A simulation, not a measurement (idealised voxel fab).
The name of this process module is voxel self aligned contacts.
The cross-section shown here is cut; it is 215 nm wide and divided into square cells measuring 5 nm on a side.
Format of a cross-section: grid, square cells. Given as bands. Order: top down. Band: one or more rows of cells.
Band entry format. Leading values: height of top, height of bottom, nm. Remainder: materials in left-to-right order, each with its width in nm. Special words: "full width" on a single material, which then fills the band edge to edge; "blank", empty space.
Height reference: 0 = level under which incoming wafer is all one material. Lowest band: no bottom, runs on downward, e.g. "0 nm and below".
A width such as "30..40" changes by the same amount from each row of cells to the next, from the band's top row to its bottom row.
The cross-section has no changed cell in any step marked "left unchanged".
Basically, "Cavities, closed" tells you about the enclosed voids: empty spaces with no open way to the top, 8 cells or bigger, each written width x height at distance, where distance is from the left edge, all in nm.
On a step's line, text after the settings is the simulator commenting on that step.
When a step includes a mask, the "overlay nm" setting on its line states how far to the right of its planned place that mask lay, and negative values state how far to the left.
-- Process steps (planned)
1. RECEIVE, material Si
2. OXIDIZE, depth nm 5
3. DIRECTIONAL_DEP, material polySi, thk nm 30
4. DIRECTIONAL_DEP, material SiN, thk nm 20
5. DIRECTIONAL_DEP, material aC, thk nm 10
6. PATTERN, tone cover, mask id GATE, material resist, width nm 25, pitch nm 60, thk nm 25, overlay nm 0
7. DIRECTIONAL_ETCH, etch materials aC, depth nm 10
8. STRIP, etch materials resist
9. DIRECTIONAL_ETCH, etch materials SiN, depth nm 20
10. DIRECTIONAL_ETCH, etch materials polySi, depth nm 30
11. STRIP, etch materials aC
12. CONFORMAL_DEP, material SiN, thk nm 5
13. DIRECTIONAL_ETCH, etch materials SiN, depth nm 5
14. FILL_DEP, material SiO2, thk nm 10
15. CMP, height nm 55
16. PATTERN, tone open, mask id CONTACT, material resist, width nm 45, thk nm 15, overlay nm 0
17. DIRECTIONAL_ETCH, etch materials SiO2, depth nm 60
18. STRIP, etch materials resist
19. CONFORMAL_DEP, material TiN, thk nm 5
20. FILL_DEP, material Ru, thk nm 10
21. CMP, height nm 55
22. CONFORMAL_DEP, material SiN, thk nm 5
-- as received, after step 1
> 0 nm and below | Si full width
> Cavities, closed: none
-- Wafer cross-section at module end: first of two, run to plan
> 60 nm to 55 nm | SiN full width
> 55 nm to 50 nm | 85 nm SiO2 | 15 nm TiN | 15 nm Ru | 15 nm TiN | 85 nm SiO2
> 50 nm to 30 nm | 60 nm SiO2 | 35 nm SiN | 5 nm TiN | 15 nm Ru | 5 nm TiN | 35 nm SiN | 60 nm SiO2
> 30 nm to 0 nm | 60 nm SiO2 | 5 nm SiN | 25 nm polySi | 5 nm SiN | 5 nm TiN | 15 nm Ru | 5 nm TiN | 5 nm SiN | 25 nm polySi | 5 nm SiN | 60 nm SiO2
> 0 nm to -5 nm | 95 nm SiO2 | 25 nm TiN | 95 nm SiO2
> -5 nm and below | Si full width
> Cavities, closed: none
-- Cross-section at end of module for the second wafer of two, which matched the first in starting point and plan and differed by one mistake in its processing
> 60 nm to 55 nm | SiN full width
> 55 nm to 50 nm | 100 nm SiO2 | 15 nm Ru | 100 nm SiO2
> 50 nm to 30 nm | 60 nm SiO2 | 35 nm SiN | 5 nm SiO2 | 15 nm Ru | 5 nm SiO2 | 35 nm SiN | 60 nm SiO2
> 30 nm to 0 nm | 60 nm SiO2 | 5 nm SiN | 25 nm polySi | 5 nm SiN | 5 nm SiO2 | 15 nm Ru | 5 nm SiO2 | 5 nm SiN | 25 nm polySi | 5 nm SiN | 60 nm SiO2
> 0 nm to -5 nm | SiO2 full width
> -5 nm and below | Si full width
> Cavities, closed: none
What was done differently from what was planned? step 19 ran differently from the plan; actual operation with settings: CONFORMAL_DEP, material SiO2, thk nm 5
Wrapping up, a cell-based count of both wafers puts the second over or under the first for these materials: SiO2: 31 more, TiN: 31 fewer
